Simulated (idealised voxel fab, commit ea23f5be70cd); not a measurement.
process module | voxel fin reveal
cross-section cut | 140 nm wide | cells 5 nm
A cross-section is a grid of square cells, given in bands from the top down. A band is one or more rows of cells.
Each band's line starts with the height of the band's top and of its bottom, in nm. Then come its materials from left to right, each with its width in nm. One material with "throughout" fills the band from edge to edge. "air" is empty space.
Height 0 is the level under which the wafer as received is all one material. The lowest band goes on downwards, as in "0 down".
A width such as "30 to 40" changes by the same amount from each row of cells to the next, from the band's top row to its bottom row.
"no change" after a step means that no cell of the cross-section changed.
closed voids: empty space of 8 cells or more with no open way to the top, each as width x height at its distance from the left edge, in nm
after a step's settings: what the simulator itself notes on the step
overlay nm, on a step with a mask: how far to the right of its planned place the mask lay; to the left if negative
plan
1 op RECEIVE | material Si
2 op CONFORMAL_DEP | material SiN | thk nm 10
3 op MASKED_ETCH | tone cover | mask id FINS | width nm 15 | pitch nm 35 | etch materials SiN | depth nm 10 | overlay nm 0
4 op MASKED_ETCH | tone cover | mask id FINS | width nm 15 | pitch nm 35 | etch materials Si | depth nm 30 | overlay nm 0
5 op FILL_DEP | material SiO2 | thk nm 5
6 op CMP | height nm 10
7 op SELECTIVE_ETCH | etch materials SiO2 | depth nm 25
8 op STRIP | etch materials SiN
as received, after step 1
  0 down: Si throughout
  closed voids: none
a wafer at the end: this start, this plan, one mistake
  0 to -15: air 45 | Si 15 | air 20 | Si 15 | air 45
  -15 to -20: SiO2 45 | Si 15 | SiO2 20 | Si 15 | SiO2 45
  -20 down: Si throughout
  closed voids: none
what went wrong: step 4 ran as: op MASKED_ETCH | tone cover | mask id FINS | width nm 15 | pitch nm 35 | etch materials Si | depth nm 20 | overlay nm 0
